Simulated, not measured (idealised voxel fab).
The process module presented herein is designated voxel gate over fins.
This is section cut - it's 150 nm across, gridded in 5 nm square cells.
When this document writes out a cross-section, it uses a grid of square cells and lists it as bands, beginning at the top and moving down, with a band standing for one or more rows of cells. A band entry consists of two parts. The first gives the height of the band's top and the height of its bottom, in nm. The rest lists the band's materials from left to right, each with its width in nm. A single material labelled with the word "full width" fills the band from edge to edge, and the word "air" marks empty space. Heights from 0 (as-received wafer is one material below). Bottom band endless downward, as "z 0 and below". The expression "30..40" gives the width at the extremes of the band, the first number at its top row of cells and the second at its bottom row, with the width changing by equal amounts from each row to the next in between. Given "remained unchanged" for a step, no cell of the cross-section differs between before and after that step. What "Enclosed void entries" gives you is every empty space of 8 cells or more that is cut off from the top. Each appears as width x height at distance, with the distance taken from the left edge and width, height and distance all in nm. What comes after the settings on a step's line is commentary from the simulator itself on that step. For masked steps, "overlay nm" on the step line gives how far right of plan the mask actually lay; a minus sign means it lay to the left.

The process steps that were planned are listed below:
1,RECEIVE (material Si)
2,CONFORMAL_DEP (material SiN; thk nm 10)
3,DIRECTIONAL_DEP (material aC; thk nm 10)
4,PATTERN (tone cover; mask id FINS; material resist; width nm 15; pitch nm 35; thk nm 25; overlay nm 0)
5,DIRECTIONAL_ETCH (etch materials aC; depth nm 10)
6,STRIP (etch materials resist)
7,DIRECTIONAL_ETCH (etch materials SiN; depth nm 10)
8,DIRECTIONAL_ETCH (etch materials Si; depth nm 35)
9,STRIP (etch materials aC)
10,FILL_DEP (material SiO2; thk nm 10)
11,CMP (height nm 10)
12,SELECTIVE_ETCH (etch materials SiO2; depth nm 20)
13,STRIP (etch materials SiN)
14,CONFORMAL_DEP (material HfO2; thk nm 5)
15,CONFORMAL_DEP (material TiN; thk nm 5)
16,FILL_DEP (material W; thk nm 15)
17,CMP (height nm 20)
18,CONFORMAL_DEP (material SiCN; thk nm 5)

This is the cross-section of the wafer as we received it, i.e. after step 1:
    z 0 and below  Si full width
    Enclosed void entries: none

End-of-module XS, first of two wafers, run as planned:
    z 25 to 20  SiCN full width
    z 20 to 10  W full width
    z 10 to 5  W: 5, TiN: 140, W: 5
    z 5 to 0  W: 5, TiN: 5, HfO2: 25, TiN: 10, HfO2: 25, TiN: 10, HfO2: 25, TiN: 10, HfO2: 25, TiN: 5, W: 5
    z 0 to -5  TiN: 10, HfO2: 5, Si: 15, HfO2: 5, TiN: 10, HfO2: 5, Si: 15, HfO2: 5, TiN: 10, HfO2: 5, Si: 15, HfO2: 5, TiN: 10, HfO2: 5, Si: 15, HfO2: 5, TiN: 10
    z -5 to -10  HfO2: 15, Si: 15, HfO2: 20, Si: 15, HfO2: 20, Si: 15, HfO2: 20, Si: 15, HfO2: 15
    z -10 to -35  SiO2: 15, Si: 15, SiO2: 20, Si: 15, SiO2: 20, Si: 15, SiO2: 20, Si: 15, SiO2: 15
    z -35 and below  Si full width
    Enclosed void entries: none

Now the second wafer, cross-sectioned at the end of the module. Nothing different at the start, nothing different in the plan compared with the first, just one mistake when it was actually run:
    z 25 to 20  SiCN full width
    z 20 to 5  W full width
    z 5 to 0  W: 10, TiN: 25, W: 10, TiN: 25, W: 10, TiN: 25, W: 10, TiN: 25, W: 10
    z 0 to -5  W: 10, TiN: 5, Si: 15, TiN: 5, W: 10, TiN: 5, Si: 15, TiN: 5, W: 10, TiN: 5, Si: 15, TiN: 5, W: 10, TiN: 5, Si: 15, TiN: 5, W: 10
    z -5 to -10  TiN: 15, Si: 15, TiN: 20, Si: 15, TiN: 20, Si: 15, TiN: 20, Si: 15, TiN: 15
    z -10 to -35  SiO2: 15, Si: 15, SiO2: 20, Si: 15, SiO2: 20, Si: 15, SiO2: 20, Si: 15, SiO2: 15
    z -35 and below  Si full width
    Enclosed void entries: none
What broke from the plan during processing? plan step 14 was not performed, having been skipped
Final comparison by cell count, materials where the second wafer has more or fewer than the first: HfO2 -46, W +46
